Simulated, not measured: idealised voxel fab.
You're looking at the process module voxel transistor to metal.
Square cell edge 5 nm, section width 190 nm, ID cut.
A cross-section is written here as square cells arranged in a grid, and it is given in bands from the top down, each band taking up one or more rows of cells.
First you get the band's top height and its bottom height, in nm, and then the materials it's made of, left to right, with each width in nm. If you see a single material with "all across", that one covers the band edge to edge. "air" is empty space.
Measure heights from 0. That's the level where, below it, the as-received wafer is all one material. The lowest band is bottomless and extends downward; write it as in "0..down".
You'd read "30->40" like this: the band's top row of cells is as wide as the first number, its bottom row is as wide as the second, and going down, every row changes width by the same amount as the row before did.
Basically "remained unchanged" means that step didn't change any cell in the cross-section.
Listed in "Voids, sealed": every empty space of 8 or more cells without an open way to the top. Form: width x height at distance, the distance being from the left edge, all in nm.
Heads up: the bit after the settings on a step's line is the simulator's remark on that step.
overlay nm: for a step with a mask, the amount by which the mask lay right of where it was planned; a negative amount means left of it.

### The steps planned for the process are as follows
| 1 | RECEIVE [material Si] |
| 2 | OXIDIZE [depth nm 5] |
| 3 | CONFORMAL_DEP [material SiN] [thk nm 15] |
| 4 | MASKED_ETCH [tone cover] [mask id ACTIVE] [width nm 95] [etch materials SiN] [depth nm 15] [overlay nm 0] |
| 5 | MASKED_ETCH [tone cover] [mask id ACTIVE] [width nm 95] [etch materials SiO2] [depth nm 5] [overlay nm 0] |
| 6 | MASKED_ETCH [tone cover] [mask id ACTIVE] [width nm 95] [etch materials Si] [depth nm 20] [overlay nm 0] |
| 7 | OXIDIZE [depth nm 5] |
| 8 | FILL_DEP [material SiO2] [thk nm 5] |
| 9 | CMP [height nm 15] |
| 10 | SELECTIVE_ETCH [etch materials SiO2] [depth nm 15] |
| 11 | STRIP [etch materials SiN] |
| 12 | SELECTIVE_ETCH [etch materials SiO2] [depth nm 5] |
| 13 | OXIDIZE [depth nm 5] |
| 14 | DIRECTIONAL_DEP [material polySi] [thk nm 25] |
| 15 | DIRECTIONAL_DEP [material SiCN] [thk nm 15] |
| 16 | PATTERN [tone cover] [mask id GATE] [material resist] [width nm 15] [thk nm 15] [overlay nm 0] |
| 17 | DIRECTIONAL_ETCH [etch materials SiCN] [depth nm 25] |
| 18 | DIRECTIONAL_ETCH [etch materials polySi] [depth nm 35] |
| 19 | STRIP [etch materials resist] |
| 20 | CONFORMAL_DEP [material SiO2] [thk nm 5] |
| 21 | DIRECTIONAL_ETCH [etch materials SiO2] [depth nm 5] |
| 22 | CONFORMAL_DEP [material SiN] [thk nm 5] |
| 23 | DIRECTIONAL_ETCH [etch materials SiN] [depth nm 5] |
| 24 | DIRECTIONAL_ETCH [etch materials SiO2] [depth nm 5] |
| 25 | DIRECTIONAL_ETCH [etch materials Si] [depth nm 15] |
| 26 | EPI [material SiGe] [thk nm 15] |
| 27 | FILL_DEP [material SiO2] [thk nm 5] |
| 28 | CMP [height nm 35] |
| 29 | DIRECTIONAL_DEP [material SiO2] [thk nm 10] |
| 30 | DIRECTIONAL_DEP [material aC] [thk nm 15] |
| 31 | PATTERN [tone open] [mask id CONTACT] [material resist] [width nm 25] [pitch nm 50] [thk nm 35] [overlay nm 0] |
| 32 | DIRECTIONAL_ETCH [etch materials aC] [depth nm 15] |
| 33 | STRIP [etch materials resist] |
| 34 | DIRECTIONAL_ETCH [etch materials SiO2] [depth nm 55] |
| 35 | STRIP [etch materials aC] |
| 36 | CONFORMAL_DEP [material TiN] [thk nm 5] |
| 37 | FILL_DEP [material Ru] [thk nm 5] |
| 38 | CMP [height nm 45] |
| 39 | CONFORMAL_DEP [material SiN] [thk nm 5] |
| 40 | DIRECTIONAL_DEP [material lowk] [thk nm 20] |
| 41 | PATTERN [tone open] [mask id METAL_1] [material resist] [width nm 15] [pitch nm 60] [thk nm 15] [overlay nm 0] |
| 42 | DIRECTIONAL_ETCH [etch materials lowk] [depth nm 20] |
| 43 | DIRECTIONAL_ETCH [etch materials SiN] [depth nm 5] |
| 44 | STRIP [etch materials resist] |
| 45 | CONFORMAL_DEP [material TiN] [thk nm 5] |
| 46 | FILL_DEP [material Cu] [thk nm 10] |
| 47 | CMP [height nm 70] |
| 48 | CONFORMAL_DEP [material SiN] [thk nm 5] |

### First out of two wafers; run went to plan

### Cross-section, incoming material, after step 1
* 0..down: Si all across
* Voids, sealed: none

### after step 2
* 0..-5: SiO2 all across
* Anything lower than -5 is untouched.

### after step 3
* 15..0: SiN all across
* Anything lower than 0 is untouched.

### after step 4
* 15..0: air (45); SiN (95); air (50)
* Anything lower than 0 is untouched.

### after step 5
* 15..0: air (45); SiN (95); air (50)
* 0..-5: air (45); SiO2 (95); air (50)
* Anything lower than -5 is untouched.

### after step 6
* 15..0: air (45); SiN (95); air (50)
* 0..-5: air (45); SiO2 (95); air (50)
* -5..-25: air (45); Si (95); air (50)
* Anything lower than -25 is untouched.

### after step 7
* 15..0: air (45); SiN (95); air (50)
* 0..-5: air (45); SiO2 (95); air (50)
* -5..-25: air (45); SiO2 (5); Si (85); SiO2 (5); air (50)
* -25..-30: SiO2 (50); Si (85); SiO2 (55)
* Anything lower than -30 is untouched.

### after step 8
* 20..15: SiO2 all across
* 15..0: SiO2 (45); SiN (95); SiO2 (50)
* 0..-5: SiO2 all across
* -5..-30: SiO2 (50); Si (85); SiO2 (55)
* Anything lower than -30 is untouched.

### after step 9
* 15..0: SiO2 (45); SiN (95); SiO2 (50)
* Anything lower than 0 is untouched.

### after step 10
* 15..0: air (45); SiN (95); air (50)
* Anything lower than 0 is untouched.

### after step 11
* 0..-5: SiO2 all across
* Anything lower than -5 is untouched.

### after step 12
* -5..-30: SiO2 (50); Si (85); SiO2 (55)
* Anything lower than -30 is untouched.

### after step 13
* -5..-10: SiO2 all across
* Anything lower than -10 is untouched.

### after step 14
* 20..-5: polySi all across
* Anything lower than -5 is untouched.

### after step 15
* 35..20: SiCN all across
* Anything lower than 20 is untouched.

### after step 16
* 50..35: air (85); resist (15); air (90)
* Anything lower than 35 is untouched.

### after step 17
* 50..35: air (85); resist (15); air (90)
* 35..20: air (85); SiCN (15); air (90)
* Anything lower than 20 is untouched.

### after step 18
* 50..35: air (85); resist (15); air (90)
* 35..20: air (85); SiCN (15); air (90)
* 20..-5: air (85); polySi (15); air (90)
* Anything lower than -5 is untouched.

### after step 19
* 35..20: air (85); SiCN (15); air (90)
* Anything lower than 20 is untouched.

### after step 20
* 40..35: air (80); SiO2 (25); air (85)
* 35..20: air (80); SiO2 (5); SiCN (15); SiO2 (5); air (85)
* 20..0: air (80); SiO2 (5); polySi (15); SiO2 (5); air (85)
* 0..-5: SiO2 (85); polySi (15); SiO2 (90)
* Anything lower than -5 is untouched.

### after step 21
* 35..20: air (80); SiO2 (5); SiCN (15); SiO2 (5); air (85)
* 20..-5: air (80); SiO2 (5); polySi (15); SiO2 (5); air (85)
* Anything lower than -5 is untouched.

### after step 22
* 40..35: air (75); SiN (35); air (80)
* 35..20: air (75); SiN (5); SiO2 (5); SiCN (15); SiO2 (5); SiN (5); air (80)
* 20..0: air (75); SiN (5); SiO2 (5); polySi (15); SiO2 (5); SiN (5); air (80)
* 0..-5: SiN (80); SiO2 (5); polySi (15); SiO2 (5); SiN (85)
* Anything lower than -5 is untouched.

### after step 23
* 35..20: air (75); SiN (5); SiO2 (5); SiCN (15); SiO2 (5); SiN (5); air (80)
* 20..-5: air (75); SiN (5); SiO2 (5); polySi (15); SiO2 (5); SiN (5); air (80)
* Anything lower than -5 is untouched.

### after step 24
* 35..30: air (75); SiN (5); air (5); SiCN (15); air (5); SiN (5); air (80)
* 30..20: air (75); SiN (5); SiO2 (5); SiCN (15); SiO2 (5); SiN (5); air (80)
* 20..-5: air (75); SiN (5); SiO2 (5); polySi (15); SiO2 (5); SiN (5); air (80)
* -5..-10: air (75); SiO2 (35); air (80)
* Anything lower than -10 is untouched.

### after step 25
* 35..30: air (75); SiN (5); air (5); SiCN (15); air (5); SiN (5); air (80)
* 30..20: air (75); SiN (5); SiO2 (5); SiCN (15); SiO2 (5); SiN (5); air (80)
* 20..-5: air (75); SiN (5); SiO2 (5); polySi (15); SiO2 (5); SiN (5); air (80)
* -5..-10: air (75); SiO2 (35); air (80)
* -10..-25: SiO2 (50); air (25); Si (35); air (25); SiO2 (55)
* Anything lower than -25 is untouched.

### after step 26
* 35..30: air (75); SiN (5); air (5); SiCN (15); air (5); SiN (5); air (80)
* 30..20: air (75); SiN (5); SiO2 (5); SiCN (15); SiO2 (5); SiN (5); air (80)
* 20..5: air (75); SiN (5); SiO2 (5); polySi (15); SiO2 (5); SiN (5); air (80)
* 5..-5: air (60); SiGe (15); SiN (5); SiO2 (5); polySi (15); SiO2 (5); SiN (5); SiGe (15); air (65)
* -5..-10: air (60); SiGe (15); SiO2 (35); SiGe (15); air (65)
* -10..-25: SiO2 (50); SiGe (25); Si (35); SiGe (25); SiO2 (55)
* Anything lower than -25 is untouched.

### after step 27
* 40..35: SiO2 all across
* 35..20: SiO2 (75); SiN (5); SiO2 (5); SiCN (15); SiO2 (5); SiN (5); SiO2 (80)
* 20..5: SiO2 (75); SiN (5); SiO2 (5); polySi (15); SiO2 (5); SiN (5); SiO2 (80)
* 5..-5: SiO2 (60); SiGe (15); SiN (5); SiO2 (5); polySi (15); SiO2 (5); SiN (5); SiGe (15); SiO2 (65)
* -5..-10: SiO2 (60); SiGe (15); SiO2 (35); SiGe (15); SiO2 (65)
* Anything lower than -10 is untouched.

### after step 28
* 35..20: SiO2 (75); SiN (5); SiO2 (5); SiCN (15); SiO2 (5); SiN (5); SiO2 (80)
* Anything lower than 20 is untouched.

### after step 29
* 45..35: SiO2 all across
* Anything lower than 35 is untouched.

### after step 30
* 60..45: aC all across
* Anything lower than 45 is untouched.

### after step 31
* 95..60: resist (55); air (25); resist (25); air (25); resist (60)
* Anything lower than 60 is untouched.

### after step 32
* 80..60: resist (55); air (25); resist (25); air (25); resist (60)
* 60..45: aC (55); air (25); aC (25); air (25); aC (60)
* Anything lower than 45 is untouched.

### after step 33
* 60..45: aC (55); air (25); aC (25); air (25); aC (60)
* Anything lower than 45 is untouched.

### after step 34
* 60..45: aC (55); air (25); aC (25); air (25); aC (60)
* 45..35: SiO2 (55); air (25); SiO2 (25); air (25); SiO2 (60)
* 35..20: SiO2 (55); air (20); SiN (5); SiO2 (5); SiCN (15); SiO2 (5); SiN (5); air (20); SiO2 (60)
* 20..5: SiO2 (55); air (20); SiN (5); SiO2 (5); polySi (15); SiO2 (5); SiN (5); air (20); SiO2 (60)
* 5..-5: SiO2 (55); air (5); SiGe (15); SiN (5); SiO2 (5); polySi (15); SiO2 (5); SiN (5); SiGe (15); air (5); SiO2 (60)
* -5..-10: SiO2 (55); air (5); SiGe (15); SiO2 (35); SiGe (15); air (5); SiO2 (60)
* Anything lower than -10 is untouched.

### after step 35
* 45..35: SiO2 (55); air (25); SiO2 (25); air (25); SiO2 (60)
* Anything lower than 35 is untouched.

### after step 36
* 50..45: TiN (60); air (15); TiN (35); air (15); TiN (65)
* 45..35: SiO2 (55); TiN (5); air (15->10); TiN (5->10); SiO2 (25); TiN (5->10); air (15->10); TiN (5); SiO2 (60)
* 35..20: SiO2 (55); TiN (5); air (10); TiN (5); SiN (5); SiO2 (5); SiCN (15); SiO2 (5); SiN (5); TiN (5); air (10); TiN (5); SiO2 (60)
* 20..10: SiO2 (55); TiN (5); air (10); TiN (5); SiN (5); SiO2 (5); polySi (15); SiO2 (5); SiN (5); TiN (5); air (10); TiN (5); SiO2 (60)
* 10..5: SiO2 (55); TiN (20); SiN (5); SiO2 (5); polySi (15); SiO2 (5); SiN (5); TiN (20); SiO2 (60)
* 5..-5: SiO2 (55); TiN (5); SiGe (15); SiN (5); SiO2 (5); polySi (15); SiO2 (5); SiN (5); SiGe (15); TiN (5); SiO2 (60)
* -5..-10: SiO2 (55); TiN (5); SiGe (15); SiO2 (35); SiGe (15); TiN (5); SiO2 (60)
* Anything lower than -10 is untouched.

### after step 37
* 55..50: Ru all across
* 50..45: TiN (60); Ru (15); TiN (35); Ru (15); TiN (65)
* 45..35: SiO2 (55); TiN (5); Ru (15->10); TiN (5->10); SiO2 (25); TiN (5->10); Ru (15->10); TiN (5); SiO2 (60)
* 35..20: SiO2 (55); TiN (5); Ru (10); TiN (5); SiN (5); SiO2 (5); SiCN (15); SiO2 (5); SiN (5); TiN (5); Ru (10); TiN (5); SiO2 (60)
* 20..10: SiO2 (55); TiN (5); Ru (10); TiN (5); SiN (5); SiO2 (5); polySi (15); SiO2 (5); SiN (5); TiN (5); Ru (10); TiN (5); SiO2 (60)
* Anything lower than 10 is untouched.

### after step 38
* 45..35: SiO2 (55); TiN (5); Ru (15->10); TiN (5->10); SiO2 (25); TiN (5->10); Ru (15->10); TiN (5); SiO2 (60)
* Anything lower than 35 is untouched.

### after step 39
* 50..45: SiN all across
* Anything lower than 45 is untouched.

### after step 40
* 70..50: lowk all across
* Anything lower than 50 is untouched.

### after step 41
* 85..70: resist (55); air (15); resist (45); air (15); resist (60)
* Anything lower than 70 is untouched.

### after step 42
* 85..70: resist (55); air (15); resist (45); air (15); resist (60)
* 70..50: lowk (55); air (15); lowk (45); air (15); lowk (60)
* Anything lower than 50 is untouched.

### after step 43
* 85..70: resist (55); air (15); resist (45); air (15); resist (60)
* 70..50: lowk (55); air (15); lowk (45); air (15); lowk (60)
* 50..45: SiN (55); air (15); SiN (45); air (15); SiN (60)
* Anything lower than 45 is untouched.

### after step 44
* 70..50: lowk (55); air (15); lowk (45); air (15); lowk (60)
* Anything lower than 50 is untouched.

### after step 45
* 75..70: TiN (60); air (5); TiN (55); air (5); TiN (65)
* 70..50: lowk (55); TiN (5); air (5); TiN (5); lowk (45); TiN (5); air (5); TiN (5); lowk (60)
* 50..45: SiN (55); TiN (15); SiN (45); TiN (15); SiN (60)
* Anything lower than 45 is untouched.

### after step 46
* 85..75: Cu all across
* 75..70: TiN (60); Cu (5); TiN (55); Cu (5); TiN (65)
* 70..50: lowk (55); TiN (5); Cu (5); TiN (5); lowk (45); TiN (5); Cu (5); TiN (5); lowk (60)
* Anything lower than 50 is untouched.

### after step 47
* 70..50: lowk (55); TiN (5); Cu (5); TiN (5); lowk (45); TiN (5); Cu (5); TiN (5); lowk (60)
* Anything lower than 50 is untouched.

### after step 48
* 75..70: SiN all across
* Anything lower than 70 is untouched.

### What follows concerns the second wafer, which started out like the first and was meant to follow the very same plan; one mistake crept in when it was run, but everything up to and including step 25 is the same as for the first wafer

### Cross-section: second wafer, time at which step 26 was scheduled to end
* 35..30: air (75); SiN (5); air (5); SiCN (15); air (5); SiN (5); air (80)
* 30..20: air (75); SiN (5); SiO2 (5); SiCN (15); SiO2 (5); SiN (5); air (80)
* 20..5: air (45); SiGe (30); SiN (5); SiO2 (5); polySi (15); SiO2 (5); SiN (5); SiGe (30); air (50)
* 5..-5: air (35); SiGe (40); SiN (5); SiO2 (5); polySi (15); SiO2 (5); SiN (5); SiGe (40); air (40)
* -5..-10: air (35); SiGe (40); SiO2 (35); SiGe (40); air (40)
* -10..-25: SiO2 (50); SiGe (25); Si (35); SiGe (25); SiO2 (55)
* Anything lower than -25 is untouched.

### Cross-section: second wafer, time at which step 27 was scheduled to end
* 40..35: SiO2 all across
* 35..20: SiO2 (75); SiN (5); SiO2 (5); SiCN (15); SiO2 (5); SiN (5); SiO2 (80)
* 20..5: SiO2 (45); SiGe (30); SiN (5); SiO2 (5); polySi (15); SiO2 (5); SiN (5); SiGe (30); SiO2 (50)
* 5..-5: SiO2 (35); SiGe (40); SiN (5); SiO2 (5); polySi (15); SiO2 (5); SiN (5); SiGe (40); SiO2 (40)
* -5..-10: SiO2 (35); SiGe (40); SiO2 (35); SiGe (40); SiO2 (40)
* Anything lower than -10 is untouched.

### Cross-section: second wafer, time at which step 28 was scheduled to end
* 35..20: SiO2 (75); SiN (5); SiO2 (5); SiCN (15); SiO2 (5); SiN (5); SiO2 (80)
* Anything lower than 20 is untouched.

### Cross-section: second wafer, time at which step 29 was scheduled to end
* 45..35: SiO2 all across
* Anything lower than 35 is untouched.

### Cross-section: second wafer, time at which step 30 was scheduled to end
* 60..45: aC all across
* Anything lower than 45 is untouched.

### Cross-section: second wafer, time at which step 31 was scheduled to end
* 95..60: resist (55); air (25); resist (25); air (25); resist (60)
* Anything lower than 60 is untouched.

### Cross-section: second wafer, time at which step 32 was scheduled to end
* 80..60: resist (55); air (25); resist (25); air (25); resist (60)
* 60..45: aC (55); air (25); aC (25); air (25); aC (60)
* Anything lower than 45 is untouched.

### Cross-section: second wafer, time at which step 33 was scheduled to end
* 60..45: aC (55); air (25); aC (25); air (25); aC (60)
* Anything lower than 45 is untouched.

### Cross-section: second wafer, time at which step 34 was scheduled to end
* 60..45: aC (55); air (25); aC (25); air (25); aC (60)
* 45..35: SiO2 (55); air (25); SiO2 (25); air (25); SiO2 (60)
* 35..20: SiO2 (55); air (20); SiN (5); SiO2 (5); SiCN (15); SiO2 (5); SiN (5); air (20); SiO2 (60)
* Anything lower than 20 is untouched.

### Cross-section: second wafer, time at which step 35 was scheduled to end
* 45..35: SiO2 (55); air (25); SiO2 (25); air (25); SiO2 (60)
* Anything lower than 35 is untouched.

### Cross-section: second wafer, time at which step 36 was scheduled to end
* 50..45: TiN (60); air (15); TiN (35); air (15); TiN (65)
* 45..35: SiO2 (55); TiN (5); air (15->10); TiN (5->10); SiO2 (25); TiN (5->10); air (15->10); TiN (5); SiO2 (60)
* 35..25: SiO2 (55); TiN (5); air (10); TiN (5); SiN (5); SiO2 (5); SiCN (15); SiO2 (5); SiN (5); TiN (5); air (10); TiN (5); SiO2 (60)
* 25..20: SiO2 (55); TiN (20); SiN (5); SiO2 (5); SiCN (15); SiO2 (5); SiN (5); TiN (20); SiO2 (60)
* Anything lower than 20 is untouched.

### Cross-section: second wafer, time at which step 37 was scheduled to end
* 55..50: Ru all across
* 50..45: TiN (60); Ru (15); TiN (35); Ru (15); TiN (65)
* 45..35: SiO2 (55); TiN (5); Ru (15->10); TiN (5->10); SiO2 (25); TiN (5->10); Ru (15->10); TiN (5); SiO2 (60)
* 35..25: SiO2 (55); TiN (5); Ru (10); TiN (5); SiN (5); SiO2 (5); SiCN (15); SiO2 (5); SiN (5); TiN (5); Ru (10); TiN (5); SiO2 (60)
* Anything lower than 25 is untouched.

### Cross-section: second wafer, time at which step 38 was scheduled to end
* 45..35: SiO2 (55); TiN (5); Ru (15->10); TiN (5->10); SiO2 (25); TiN (5->10); Ru (15->10); TiN (5); SiO2 (60)
* Anything lower than 35 is untouched.

### Cross-section: second wafer, time at which step 39 was scheduled to end
* 50..45: SiN all across
* Anything lower than 45 is untouched.

### Cross-section: second wafer, time at which step 40 was scheduled to end
* 70..50: lowk all across
* Anything lower than 50 is untouched.

### Cross-section: second wafer, time at which step 41 was scheduled to end
* 85..70: resist (55); air (15); resist (45); air (15); resist (60)
* Anything lower than 70 is untouched.

### Cross-section: second wafer, time at which step 42 was scheduled to end
* 85..70: resist (55); air (15); resist (45); air (15); resist (60)
* 70..50: lowk (55); air (15); lowk (45); air (15); lowk (60)
* Anything lower than 50 is untouched.

### Cross-section: second wafer, time at which step 43 was scheduled to end
* 85..70: resist (55); air (15); resist (45); air (15); resist (60)
* 70..50: lowk (55); air (15); lowk (45); air (15); lowk (60)
* 50..45: SiN (55); air (15); SiN (45); air (15); SiN (60)
* Anything lower than 45 is untouched.

### Cross-section: second wafer, time at which step 44 was scheduled to end
* 70..50: lowk (55); air (15); lowk (45); air (15); lowk (60)
* Anything lower than 50 is untouched.

### Cross-section: second wafer, time at which step 45 was scheduled to end
* 75..70: TiN (60); air (5); TiN (55); air (5); TiN (65)
* 70..50: lowk (55); TiN (5); air (5); TiN (5); lowk (45); TiN (5); air (5); TiN (5); lowk (60)
* 50..45: SiN (55); TiN (15); SiN (45); TiN (15); SiN (60)
* Anything lower than 45 is untouched.

### Cross-section: second wafer, time at which step 46 was scheduled to end
* 85..75: Cu all across
* 75..70: TiN (60); Cu (5); TiN (55); Cu (5); TiN (65)
* 70..50: lowk (55); TiN (5); Cu (5); TiN (5); lowk (45); TiN (5); Cu (5); TiN (5); lowk (60)
* Anything lower than 50 is untouched.

### Cross-section: second wafer, time at which step 47 was scheduled to end
* 70..50: lowk (55); TiN (5); Cu (5); TiN (5); lowk (45); TiN (5); Cu (5); TiN (5); lowk (60)
* Anything lower than 50 is untouched.

### Cross-section: second wafer, time at which step 48 was scheduled to end
* 75..70: SiN all across
* Anything lower than 70 is untouched.
Deviation noted in wafer processing: step 26 of the plan was executed twice over
FYI, end of process, the second wafer has more or fewer cells of some materials than the first: -12 Ru, +66 SiGe, -36 SiO2, -18 TiN
